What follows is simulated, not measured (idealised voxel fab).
Process module under the name voxel double patterning
Section cut is 190 nm wide and gridded with 5 nm square cells.
Bands, listed from the top down, are how a cross-section gets written in this document; the cross-section itself is a grid of square cells, and a band is one or more rows of them. Each band's line starts with the height of the band's top and of its bottom, in nm. Then come its materials from left to right, each with its width in nm. One material with "full width" fills the band from edge to edge. "blank" is empty space. Heights are reckoned from 0. Under this level, the received wafer is all of one material. The bottommost band is open-ended downward, for example "0..down". Top row gets the first number, bottom row gets the second, and each row in between changes by the same step: that is how a band width like "30->40" works. No cell of the cross-section changed in a step that is given as "remained unchanged". Look at "Fully enclosed voids" for the closed voids: empty spaces with no open path to the top, sized 8 cells or up. Each is width x height at distance, distance from the left edge, all nm. If you see something after the settings on a step's line, that's the simulator's own remark about that step. "overlay nm", when on a step's line for a step with a mask, measures how far to the right of its planned place the mask lay; a negative measure means to the left.
PROCESS STEPS FORESEEN IN THE PLAN
- 1: RECEIVE [material Si]
- 2: CONFORMAL_DEP [material SiO2] [thk nm 5]
- 3: DIRECTIONAL_DEP [material W] [thk nm 15]
- 4: DIRECTIONAL_DEP [material SiN] [thk nm 10]
- 5: MASKED_ETCH [tone open] [mask id FIRST] [width nm 15] [pitch nm 50] [etch materials SiN] [depth nm 10] [overlay nm 0]
- 6: PATTERN [tone open] [mask id SECOND] [material resist] [width nm 15] [thk nm 20] [overlay nm 0]
- 7: DIRECTIONAL_ETCH [etch materials SiN] [depth nm 10]
- 8: STRIP [etch materials resist]
- 9: DIRECTIONAL_ETCH [etch materials W] [depth nm 15]
- 10: STRIP [etch materials SiN]
FIRST OF TWO WAFERS, PROCESSED ACCORDING TO PLAN
SHOWN IN CROSS-SECTION IS THE WAFER AS RECEIVED, THAT IS, AS IT STANDS AFTER STEP 1
> 0..down = Si full width
> Fully enclosed voids: none
CROSS-SECTION OF THE WAFER SUBSEQUENT TO STEP 2
> 5..0 = SiO2 full width
> Beneath the level 0, the cross-section is identical to its previous state.
CROSS-SECTION OF THE WAFER SUBSEQUENT TO STEP 3
> 20..5 = W full width
> Beneath the level 5, the cross-section is identical to its previous state.
CROSS-SECTION OF THE WAFER SUBSEQUENT TO STEP 4
> 30..20 = SiN full width
> Beneath the level 20, the cross-section is identical to its previous state.
CROSS-SECTION OF THE WAFER SUBSEQUENT TO STEP 5
> 30..20 = 60 SiN / 15 blank / 35 SiN / 15 blank / 65 SiN
> Beneath the level 20, the cross-section is identical to its previous state.
CROSS-SECTION OF THE WAFER SUBSEQUENT TO STEP 6
> 50..30 = 85 resist / 15 blank / 90 resist
> 30..20 = 60 SiN / 15 resist / 35 SiN / 15 resist / 65 SiN
> Beneath the level 20, the cross-section is identical to its previous state.
CROSS-SECTION OF THE WAFER SUBSEQUENT TO STEP 7
> 50..30 = 85 resist / 15 blank / 90 resist
> 30..20 = 60 SiN / 15 resist / 10 SiN / 15 blank / 10 SiN / 15 resist / 65 SiN
> Beneath the level 20, the cross-section is identical to its previous state.
CROSS-SECTION OF THE WAFER SUBSEQUENT TO STEP 8
> 30..20 = 60 SiN / 15 blank / 10 SiN / 15 blank / 10 SiN / 15 blank / 65 SiN
> Beneath the level 20, the cross-section is identical to its previous state.
CROSS-SECTION OF THE WAFER SUBSEQUENT TO STEP 9
> 30..20 = 60 SiN / 15 blank / 10 SiN / 15 blank / 10 SiN / 15 blank / 65 SiN
> 20..5 = 60 W / 15 blank / 10 W / 15 blank / 10 W / 15 blank / 65 W
> Beneath the level 5, the cross-section is identical to its previous state.
CROSS-SECTION OF THE WAFER SUBSEQUENT TO STEP 10
> 20..5 = 60 W / 15 blank / 10 W / 15 blank / 10 W / 15 blank / 65 W
> Beneath the level 5, the cross-section is identical to its previous state.
SECOND WAFER: SAME START AND SAME PLAN AS THE FIRST, ONE EXECUTION ERROR; IDENTICAL TO THE FIRST THROUGH STEP 2
CROSS-SECTION OF THE SECOND WAFER CORRESPONDING TO THE PLANNED CONCLUSION OF STEP 3
> 25..5 = W full width
> Beneath the level 5, the cross-section is identical to its previous state.
CROSS-SECTION OF THE SECOND WAFER CORRESPONDING TO THE PLANNED CONCLUSION OF STEP 4
> 35..25 = SiN full width
> Beneath the level 25, the cross-section is identical to its previous state.
CROSS-SECTION OF THE SECOND WAFER CORRESPONDING TO THE PLANNED CONCLUSION OF STEP 5
> 35..25 = 60 SiN / 15 blank / 35 SiN / 15 blank / 65 SiN
> Beneath the level 25, the cross-section is identical to its previous state.
CROSS-SECTION OF THE SECOND WAFER CORRESPONDING TO THE PLANNED CONCLUSION OF STEP 6
> 55..35 = 85 resist / 15 blank / 90 resist
> 35..25 = 60 SiN / 15 resist / 35 SiN / 15 resist / 65 SiN
> Beneath the level 25, the cross-section is identical to its previous state.
CROSS-SECTION OF THE SECOND WAFER CORRESPONDING TO THE PLANNED CONCLUSION OF STEP 7
> 55..35 = 85 resist / 15 blank / 90 resist
> 35..25 = 60 SiN / 15 resist / 10 SiN / 15 blank / 10 SiN / 15 resist / 65 SiN
> Beneath the level 25, the cross-section is identical to its previous state.
CROSS-SECTION OF THE SECOND WAFER CORRESPONDING TO THE PLANNED CONCLUSION OF STEP 8
> 35..25 = 60 SiN / 15 blank / 10 SiN / 15 blank / 10 SiN / 15 blank / 65 SiN
> Beneath the level 25, the cross-section is identical to its previous state.
CROSS-SECTION OF THE SECOND WAFER CORRESPONDING TO THE PLANNED CONCLUSION OF STEP 9
> 35..25 = 60 SiN / 15 blank / 10 SiN / 15 blank / 10 SiN / 15 blank / 65 SiN
> 25..10 = 60 W / 15 blank / 10 W / 15 blank / 10 W / 15 blank / 65 W
> Beneath the level 10, the cross-section is identical to its previous state.
CROSS-SECTION OF THE SECOND WAFER CORRESPONDING TO THE PLANNED CONCLUSION OF STEP 10
> 25..10 = 60 W / 15 blank / 10 W / 15 blank / 10 W / 15 blank / 65 W
> Beneath the level 10, the cross-section is identical to its previous state.
Deviation noted in wafer processing: so step 3 ended up running with a different setting than we planned, it ran as DIRECTIONAL_DEP [material W] [thk nm 20]
Per the end-of-run cell counts, the second wafer holds more or fewer of some materials than the first: +38 W
